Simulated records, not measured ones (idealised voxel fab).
This section sets out a process module, namely voxel fin reveal.
We display cut, a cross-section 285 nm in width whose square cells are each 5 nm.
Bands, listed from the top down, are how a cross-section gets written in this document; the cross-section itself is a grid of square cells, and a band is one or more rows of them.
The entry gives the band's vertical extent as a top height and a bottom height in nm, then its horizontal make-up as materials from left to right, each with a width in nm. "empty" stands for empty space; a single material marked "throughout" fills the band edge to edge.
The level at which height equals 0 is the one under which the wafer, as it arrives, is entirely one material. No lower edge exists for the bottom band, which continues downward and is notated as in "from 0 down".
Top row gets the first number, bottom row gets the second, and each row in between changes by the same step: that is how a band width like "30..40" works.
Where the words "no modification" appear for a step, the cross-section shows no cell changed by that step; every cell remained as before.
"Sealed void listing" - sealed voids, min. 8 cells, no opening to top; format: width x height at distance (distance from left edge; nm throughout).
Heads up: the bit after the settings on a step's line is the simulator's remark on that step.
overlay nm: right-of-plan distance of the mask on a masked step; negative values mean left-of-plan.

Here's what the planned process steps look like
step 1: RECEIVE | material Si
step 2: CONFORMAL_DEP | material SiN | thk nm 5
step 3: DIRECTIONAL_DEP | material aC | thk nm 10
step 4: PATTERN | tone cover | mask id FINS | material resist | width nm 15 | pitch nm 45 | thk nm 30 | overlay nm 0
step 5: DIRECTIONAL_ETCH | etch materials aC | depth nm 10
step 6: STRIP | etch materials resist
step 7: DIRECTIONAL_ETCH | etch materials SiN | depth nm 5
step 8: DIRECTIONAL_ETCH | etch materials Si | depth nm 40
step 9: STRIP | etch materials aC
step 10: FILL_DEP | material SiO2 | thk nm 15
step 11: CMP | height nm 5
step 12: SELECTIVE_ETCH | etch materials SiO2 | depth nm 20
step 13: STRIP | etch materials SiN
step 14: CONFORMAL_DEP | material SiO2 | thk nm 5

As-received wafer cross-section (after step 1)
> from 0 down: Si throughout
> Sealed void listing: none

Starting wafer: above. Plan: above. Run: one mistake. Cross-section after the module: below
> from 5 to 0: 85 of empty, then 25 of SiO2, then 20 of empty, then 25 of SiO2, then 20 of empty, then 25 of SiO2, then 85 of empty
> from 0 to -10: 85 of empty, then 5 of SiO2, then 15 of Si, then 5 of SiO2, then 20 of empty, then 5 of SiO2, then 15 of Si, then 5 of SiO2, then 20 of empty, then 5 of SiO2, then 15 of Si, then 5 of SiO2, then 85 of empty
> from -10 to -35: 90 of SiO2, then 15 of Si, then 30 of SiO2, then 15 of Si, then 30 of SiO2, then 15 of Si, then 90 of SiO2
> from -35 down: Si throughout
> Sealed void listing: none
Run error: step 8 was not run as planned; what actually ran was DIRECTIONAL_ETCH | etch materials Si | depth nm 35
